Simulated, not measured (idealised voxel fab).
voxel wiring stack: a process module
Pictured: cross-section cut, 185 nm wide, on a grid of 5 nm square cells.
Cross-section spec: square-cell grid; bands listed top down; each band is one or more rows. Read a band's entry like this: the first values are the height of its top and the height of its bottom in nm, and what follows is the sequence of materials from left to right, each with its width in nm. Note that "air" is empty space, and that a single material marked "edge to edge" reaches across the band from edge to edge. Height 0 is the level under which the wafer as received is all one material. The lowest band goes on downwards, as in "0 -> down". The two numbers in a width such as "30 to 40" mark its ends across the band: the first belongs to the top row of cells, the second to the bottom row, and from each row to the next the width moves by the same amount. A step reported as "no modification" is a step in which no cell of the cross-section changed. "Voids, sealed": empty spaces of 8 cells or more with no open way to the top, each given as width x height at distance, distance from the left edge, all in nm. Text after the settings on a step's line: the simulator's own remark on that step. overlay nm: mask right of planned place by this much (step with mask). Neg. = left.
# Process steps foreseen in the plan
1 RECEIVE,material Si
2 CONFORMAL_DEP,material SiO2,thk nm 15
3 CONFORMAL_DEP,material SiCN,thk nm 5
4 DIRECTIONAL_DEP,material SiO2,thk nm 20
5 MASKED_ETCH,tone open,mask id METAL_1,width nm 30,pitch nm 60,etch materials SiO2,depth nm 20,overlay nm 0
6 MASKED_ETCH,tone open,mask id METAL_1,width nm 30,pitch nm 60,etch materials SiCN,depth nm 5,overlay nm 0
7 CONFORMAL_DEP,material TiN,thk nm 5
8 FILL_DEP,material Ru,thk nm 10
9 CMP,height nm 40
10 CONFORMAL_DEP,material SiCN,thk nm 5
11 DIRECTIONAL_DEP,material SiO2,thk nm 25
12 PATTERN,tone open,mask id METAL_2,material resist,width nm 30,pitch nm 60,thk nm 15,overlay nm 0
13 DIRECTIONAL_ETCH,etch materials SiO2,depth nm 15
14 STRIP,etch materials resist
15 MASKED_ETCH,tone open,mask id METAL_2_HOLES,width nm 15,pitch nm 60,etch materials SiO2,depth nm 10,overlay nm 0
16 MASKED_ETCH,tone open,mask id METAL_2_HOLES,width nm 15,pitch nm 60,etch materials SiCN,depth nm 5,overlay nm 0
17 CONFORMAL_DEP,material TiN,thk nm 5
18 FILL_DEP,material Cu,thk nm 10
19 CMP,height nm 70
20 CONFORMAL_DEP,material SiCN,thk nm 5
21 DIRECTIONAL_DEP,material SiO2,thk nm 35
22 MASKED_ETCH,tone open,mask id METAL_3_HOLES,width nm 15,pitch nm 120,etch materials SiO2,depth nm 35,overlay nm 0
23 MASKED_ETCH,tone open,mask id METAL_3,width nm 30,pitch nm 60,etch materials SiO2,depth nm 20,overlay nm 0
24 MASKED_ETCH,tone open,mask id METAL_3,width nm 30,pitch nm 60,etch materials SiCN,depth nm 5,overlay nm 0
25 CONFORMAL_DEP,material TiN,thk nm 5
26 FILL_DEP,material Ru,thk nm 5
27 CMP,height nm 110
28 CONFORMAL_DEP,material SiCN,thk nm 5
# Account of the first of two wafers, which was processed as intended
# As-received wafer cross-section (after step 1)
* 0 -> down = Si edge to edge
* Voids, sealed: none
# Cross-section of the wafer subsequent to step 2
* 15 -> 0 = SiO2 edge to edge
* below 0: unchanged
# Cross-section of the wafer subsequent to step 3
* 20 -> 15 = SiCN edge to edge
* below 15: unchanged
# Cross-section of the wafer subsequent to step 4
* 40 -> 20 = SiO2 edge to edge
* below 20: unchanged
# Cross-section of the wafer subsequent to step 5
* 40 -> 20 = SiO2 15, then air 30, then SiO2 30, then air 30, then SiO2 30, then air 30, then SiO2 20
* below 20: unchanged
# Cross-section of the wafer subsequent to step 6
* 40 -> 20 = SiO2 15, then air 30, then SiO2 30, then air 30, then SiO2 30, then air 30, then SiO2 20
* 20 -> 15 = SiCN 15, then air 30, then SiCN 30, then air 30, then SiCN 30, then air 30, then SiCN 20
* below 15: unchanged
# Cross-section of the wafer subsequent to step 7
* 45 -> 40 = TiN 20, then air 20, then TiN 40, then air 20, then TiN 40, then air 20, then TiN 25
* 40 -> 20 = SiO2 15, then TiN 5, then air 20, then TiN 5, then SiO2 30, then TiN 5, then air 20, then TiN 5, then SiO2 30, then TiN 5, then air 20, then TiN 5, then SiO2 20
* 20 -> 15 = SiCN 15, then TiN 30, then SiCN 30, then TiN 30, then SiCN 30, then TiN 30, then SiCN 20
* below 15: unchanged
# Cross-section of the wafer subsequent to step 8
* 55 -> 45 = Ru edge to edge
* 45 -> 40 = TiN 20, then Ru 20, then TiN 40, then Ru 20, then TiN 40, then Ru 20, then TiN 25
* 40 -> 20 = SiO2 15, then TiN 5, then Ru 20, then TiN 5, then SiO2 30, then TiN 5, then Ru 20, then TiN 5, then SiO2 30, then TiN 5, then Ru 20, then TiN 5, then SiO2 20
* below 20: unchanged
# Cross-section of the wafer subsequent to step 9
* 40 -> 20 = SiO2 15, then TiN 5, then Ru 20, then TiN 5, then SiO2 30, then TiN 5, then Ru 20, then TiN 5, then SiO2 30, then TiN 5, then Ru 20, then TiN 5, then SiO2 20
* below 20: unchanged
# Cross-section of the wafer subsequent to step 10
* 45 -> 40 = SiCN edge to edge
* below 40: unchanged
# Cross-section of the wafer subsequent to step 11
* 70 -> 45 = SiO2 edge to edge
* below 45: unchanged
# Cross-section of the wafer subsequent to step 12
* 85 -> 70 = resist 15, then air 30, then resist 30, then air 30, then resist 30, then air 30, then resist 20
* below 70: unchanged
# Cross-section of the wafer subsequent to step 13
* 85 -> 70 = resist 15, then air 30, then resist 30, then air 30, then resist 30, then air 30, then resist 20
* 70 -> 55 = SiO2 15, then air 30, then SiO2 30, then air 30, then SiO2 30, then air 30, then SiO2 20
* below 55: unchanged
# Cross-section of the wafer subsequent to step 14
* 70 -> 55 = SiO2 15, then air 30, then SiO2 30, then air 30, then SiO2 30, then air 30, then SiO2 20
* below 55: unchanged
# Cross-section of the wafer subsequent to step 15
* 70 -> 55 = SiO2 15, then air 30, then SiO2 30, then air 30, then SiO2 30, then air 30, then SiO2 20
* 55 -> 45 = SiO2 15, then air 15, then SiO2 45, then air 15, then SiO2 45, then air 15, then SiO2 35
* below 45: unchanged
# Cross-section of the wafer subsequent to step 16
* 70 -> 55 = SiO2 15, then air 30, then SiO2 30, then air 30, then SiO2 30, then air 30, then SiO2 20
* 55 -> 45 = SiO2 15, then air 15, then SiO2 45, then air 15, then SiO2 45, then air 15, then SiO2 35
* 45 -> 40 = SiCN 15, then air 15, then SiCN 45, then air 15, then SiCN 45, then air 15, then SiCN 35
* below 40: unchanged
# Cross-section of the wafer subsequent to step 17
* 75 -> 70 = TiN 20, then air 20, then TiN 40, then air 20, then TiN 40, then air 20, then TiN 25
* 70 -> 60 = SiO2 15, then TiN 5, then air 20, then TiN 5, then SiO2 30, then TiN 5, then air 20, then TiN 5, then SiO2 30, then TiN 5, then air 20, then TiN 5, then SiO2 20
* 60 -> 55 = SiO2 15, then TiN 5, then air 5, then TiN 20, then SiO2 30, then TiN 5, then air 5, then TiN 20, then SiO2 30, then TiN 5, then air 5, then TiN 20, then SiO2 20
* 55 -> 45 = SiO2 15, then TiN 5, then air 5, then TiN 5, then SiO2 45, then TiN 5, then air 5, then TiN 5, then SiO2 45, then TiN 5, then air 5, then TiN 5, then SiO2 35
* 45 -> 40 = SiCN 15, then TiN 15, then SiCN 45, then TiN 15, then SiCN 45, then TiN 15, then SiCN 35
* below 40: unchanged
# Cross-section of the wafer subsequent to step 18
* 85 -> 75 = Cu edge to edge
* 75 -> 70 = TiN 20, then Cu 20, then TiN 40, then Cu 20, then TiN 40, then Cu 20, then TiN 25
* 70 -> 60 = SiO2 15, then TiN 5, then Cu 20, then TiN 5, then SiO2 30, then TiN 5, then Cu 20, then TiN 5, then SiO2 30, then TiN 5, then Cu 20, then TiN 5, then SiO2 20
* 60 -> 55 = SiO2 15, then TiN 5, then Cu 5, then TiN 20, then SiO2 30, then TiN 5, then Cu 5, then TiN 20, then SiO2 30, then TiN 5, then Cu 5, then TiN 20, then SiO2 20
* 55 -> 45 = SiO2 15, then TiN 5, then Cu 5, then TiN 5, then SiO2 45, then TiN 5, then Cu 5, then TiN 5, then SiO2 45, then TiN 5, then Cu 5, then TiN 5, then SiO2 35
* below 45: unchanged
# Cross-section of the wafer subsequent to step 19
* 70 -> 60 = SiO2 15, then TiN 5, then Cu 20, then TiN 5, then SiO2 30, then TiN 5, then Cu 20, then TiN 5, then SiO2 30, then TiN 5, then Cu 20, then TiN 5, then SiO2 20
* below 60: unchanged
# Cross-section of the wafer subsequent to step 20
* 75 -> 70 = SiCN edge to edge
* below 70: unchanged
# Cross-section of the wafer subsequent to step 21
* 110 -> 75 = SiO2 edge to edge
* below 75: unchanged
# Cross-section of the wafer subsequent to step 22
* 110 -> 75 = SiO2 15, then air 15, then SiO2 105, then air 15, then SiO2 35
* below 75: unchanged
# Cross-section of the wafer subsequent to step 23
* 110 -> 90 = SiO2 15, then air 30, then SiO2 30, then air 30, then SiO2 30, then air 30, then SiO2 20
* below 90: unchanged
# Cross-section of the wafer subsequent to step 24
* 110 -> 90 = SiO2 15, then air 30, then SiO2 30, then air 30, then SiO2 30, then air 30, then SiO2 20
* 90 -> 75 = SiO2 15, then air 15, then SiO2 105, then air 15, then SiO2 35
* 75 -> 70 = SiCN 15, then air 15, then SiCN 105, then air 15, then SiCN 35
* below 70: unchanged
# Cross-section of the wafer subsequent to step 25
* 115 -> 110 = TiN 20, then air 20, then TiN 40, then air 20, then TiN 40, then air 20, then TiN 25
* 110 -> 95 = SiO2 15, then TiN 5, then air 20, then TiN 5, then SiO2 30, then TiN 5, then air 20, then TiN 5, then SiO2 30, then TiN 5, then air 20, then TiN 5, then SiO2 20
* 95 -> 90 = SiO2 15, then TiN 5, then air 5, then TiN 20, then SiO2 30, then TiN 30, then SiO2 30, then TiN 5, then air 5, then TiN 20, then SiO2 20
* 90 -> 75 = SiO2 15, then TiN 5, then air 5, then TiN 5, then SiO2 105, then TiN 5, then air 5, then TiN 5, then SiO2 35
* 75 -> 70 = SiCN 15, then TiN 15, then SiCN 105, then TiN 15, then SiCN 35
* below 70: unchanged
# Cross-section of the wafer subsequent to step 26
* 120 -> 115 = Ru edge to edge
* 115 -> 110 = TiN 20, then Ru 20, then TiN 40, then Ru 20, then TiN 40, then Ru 20, then TiN 25
* 110 -> 95 = SiO2 15, then TiN 5, then Ru 20, then TiN 5, then SiO2 30, then TiN 5, then Ru 20, then TiN 5, then SiO2 30, then TiN 5, then Ru 20, then TiN 5, then SiO2 20
* 95 -> 90 = SiO2 15, then TiN 5, then Ru 5, then TiN 20, then SiO2 30, then TiN 30, then SiO2 30, then TiN 5, then Ru 5, then TiN 20, then SiO2 20
* 90 -> 75 = SiO2 15, then TiN 5, then Ru 5, then TiN 5, then SiO2 105, then TiN 5, then Ru 5, then TiN 5, then SiO2 35
* below 75: unchanged
# Cross-section of the wafer subsequent to step 27
* 110 -> 95 = SiO2 15, then TiN 5, then Ru 20, then TiN 5, then SiO2 30, then TiN 5, then Ru 20, then TiN 5, then SiO2 30, then TiN 5, then Ru 20, then TiN 5, then SiO2 20
* below 95: unchanged
# Cross-section of the wafer subsequent to step 28
* 115 -> 110 = SiCN edge to edge
* below 110: unchanged
# It is to be noted that the second wafer proceeded from the same initial state and according to the same plan as the first, although one mistake was committed in its execution; through step 8, inclusive, the two wafers share an identical history
Cross-section, second wafer, at the end time the plan gives for step 9: no modification
# Cross-section, second wafer, at the end time the plan gives for step 10
* 60 -> 55 = SiCN edge to edge
* below 55: unchanged
# Cross-section, second wafer, at the end time the plan gives for step 11
* 85 -> 60 = SiO2 edge to edge
* below 60: unchanged
# Cross-section, second wafer, at the end time the plan gives for step 12
* 100 -> 85 = resist 15, then air 30, then resist 30, then air 30, then resist 30, then air 30, then resist 20
* below 85: unchanged
# Cross-section, second wafer, at the end time the plan gives for step 13
* 100 -> 85 = resist 15, then air 30, then resist 30, then air 30, then resist 30, then air 30, then resist 20
* 85 -> 70 = SiO2 15, then air 30, then SiO2 30, then air 30, then SiO2 30, then air 30, then SiO2 20
* below 70: unchanged
# Cross-section, second wafer, at the end time the plan gives for step 14
* 85 -> 70 = SiO2 15, then air 30, then SiO2 30, then air 30, then SiO2 30, then air 30, then SiO2 20
* below 70: unchanged
# Cross-section, second wafer, at the end time the plan gives for step 15
* 85 -> 70 = SiO2 15, then air 30, then SiO2 30, then air 30, then SiO2 30, then air 30, then SiO2 20
* 70 -> 60 = SiO2 15, then air 15, then SiO2 45, then air 15, then SiO2 45, then air 15, then SiO2 35
* below 60: unchanged
# Cross-section, second wafer, at the end time the plan gives for step 16
* 85 -> 70 = SiO2 15, then air 30, then SiO2 30, then air 30, then SiO2 30, then air 30, then SiO2 20
* 70 -> 60 = SiO2 15, then air 15, then SiO2 45, then air 15, then SiO2 45, then air 15, then SiO2 35
* 60 -> 55 = SiCN 15, then air 15, then SiCN 45, then air 15, then SiCN 45, then air 15, then SiCN 35
* below 55: unchanged
# Cross-section, second wafer, at the end time the plan gives for step 17
* 90 -> 85 = TiN 20, then air 20, then TiN 40, then air 20, then TiN 40, then air 20, then TiN 25
* 85 -> 75 = SiO2 15, then TiN 5, then air 20, then TiN 5, then SiO2 30, then TiN 5, then air 20, then TiN 5, then SiO2 30, then TiN 5, then air 20, then TiN 5, then SiO2 20
* 75 -> 70 = SiO2 15, then TiN 5, then air 5, then TiN 20, then SiO2 30, then TiN 5, then air 5, then TiN 20, then SiO2 30, then TiN 5, then air 5, then TiN 20, then SiO2 20
* 70 -> 60 = SiO2 15, then TiN 5, then air 5, then TiN 5, then SiO2 45, then TiN 5, then air 5, then TiN 5, then SiO2 45, then TiN 5, then air 5, then TiN 5, then SiO2 35
* 60 -> 55 = SiCN 15, then TiN 15, then SiCN 45, then TiN 15, then SiCN 45, then TiN 15, then SiCN 35
* below 55: unchanged
# Cross-section, second wafer, at the end time the plan gives for step 18
* 100 -> 90 = Cu edge to edge
* 90 -> 85 = TiN 20, then Cu 20, then TiN 40, then Cu 20, then TiN 40, then Cu 20, then TiN 25
* 85 -> 75 = SiO2 15, then TiN 5, then Cu 20, then TiN 5, then SiO2 30, then TiN 5, then Cu 20, then TiN 5, then SiO2 30, then TiN 5, then Cu 20, then TiN 5, then SiO2 20
* 75 -> 70 = SiO2 15, then TiN 5, then Cu 5, then TiN 20, then SiO2 30, then TiN 5, then Cu 5, then TiN 20, then SiO2 30, then TiN 5, then Cu 5, then TiN 20, then SiO2 20
* 70 -> 60 = SiO2 15, then TiN 5, then Cu 5, then TiN 5, then SiO2 45, then TiN 5, then Cu 5, then TiN 5, then SiO2 45, then TiN 5, then Cu 5, then TiN 5, then SiO2 35
* below 60: unchanged
# Cross-section, second wafer, at the end time the plan gives for step 19
* 70 -> 60 = SiO2 15, then TiN 5, then Cu 5, then TiN 5, then SiO2 45, then TiN 5, then Cu 5, then TiN 5, then SiO2 45, then TiN 5, then Cu 5, then TiN 5, then SiO2 35
* below 60: unchanged
# Cross-section, second wafer, at the end time the plan gives for step 20
* 75 -> 70 = SiCN edge to edge
* below 70: unchanged
# Cross-section, second wafer, at the end time the plan gives for step 21
* 110 -> 75 = SiO2 edge to edge
* below 75: unchanged
# Cross-section, second wafer, at the end time the plan gives for step 22
* 110 -> 75 = SiO2 15, then air 15, then SiO2 105, then air 15, then SiO2 35
* below 75: unchanged
# Cross-section, second wafer, at the end time the plan gives for step 23
* 110 -> 90 = SiO2 15, then air 30, then SiO2 30, then air 30, then SiO2 30, then air 30, then SiO2 20
* below 90: unchanged
# Cross-section, second wafer, at the end time the plan gives for step 24
* 110 -> 90 = SiO2 15, then air 30, then SiO2 30, then air 30, then SiO2 30, then air 30, then SiO2 20
* 90 -> 75 = SiO2 15, then air 15, then SiO2 105, then air 15, then SiO2 35
* 75 -> 70 = SiCN 15, then air 15, then SiCN 105, then air 15, then SiCN 35
* below 70: unchanged
# Cross-section, second wafer, at the end time the plan gives for step 25
* 115 -> 110 = TiN 20, then air 20, then TiN 40, then air 20, then TiN 40, then air 20, then TiN 25
* 110 -> 95 = SiO2 15, then TiN 5, then air 20, then TiN 5, then SiO2 30, then TiN 5, then air 20, then TiN 5, then SiO2 30, then TiN 5, then air 20, then TiN 5, then SiO2 20
* 95 -> 90 = SiO2 15, then TiN 5, then air 5, then TiN 20, then SiO2 30, then TiN 30, then SiO2 30, then TiN 5, then air 5, then TiN 20, then SiO2 20
* 90 -> 75 = SiO2 15, then TiN 5, then air 5, then TiN 5, then SiO2 105, then TiN 5, then air 5, then TiN 5, then SiO2 35
* 75 -> 70 = SiCN 15, then TiN 15, then SiCN 105, then TiN 15, then SiCN 35
* below 70: unchanged
# Cross-section, second wafer, at the end time the plan gives for step 26
* 120 -> 115 = Ru edge to edge
* 115 -> 110 = TiN 20, then Ru 20, then TiN 40, then Ru 20, then TiN 40, then Ru 20, then TiN 25
* 110 -> 95 = SiO2 15, then TiN 5, then Ru 20, then TiN 5, then SiO2 30, then TiN 5, then Ru 20, then TiN 5, then SiO2 30, then TiN 5, then Ru 20, then TiN 5, then SiO2 20
* 95 -> 90 = SiO2 15, then TiN 5, then Ru 5, then TiN 20, then SiO2 30, then TiN 30, then SiO2 30, then TiN 5, then Ru 5, then TiN 20, then SiO2 20
* 90 -> 75 = SiO2 15, then TiN 5, then Ru 5, then TiN 5, then SiO2 105, then TiN 5, then Ru 5, then TiN 5, then SiO2 35
* below 75: unchanged
# Cross-section, second wafer, at the end time the plan gives for step 27
* 110 -> 95 = SiO2 15, then TiN 5, then Ru 20, then TiN 5, then SiO2 30, then TiN 5, then Ru 20, then TiN 5, then SiO2 30, then TiN 5, then Ru 20, then TiN 5, then SiO2 20
* below 95: unchanged
# Cross-section, second wafer, at the end time the plan gives for step 28
* 115 -> 110 = SiCN edge to edge
* below 110: unchanged
So what did we get wrong on this run? step 9 of the plan was bypassed and not carried out
Per the end-of-run cell counts, the second wafer holds more or fewer of some materials than the first: -27 Cu, +86 Ru, -57 SiO2, -2 TiN
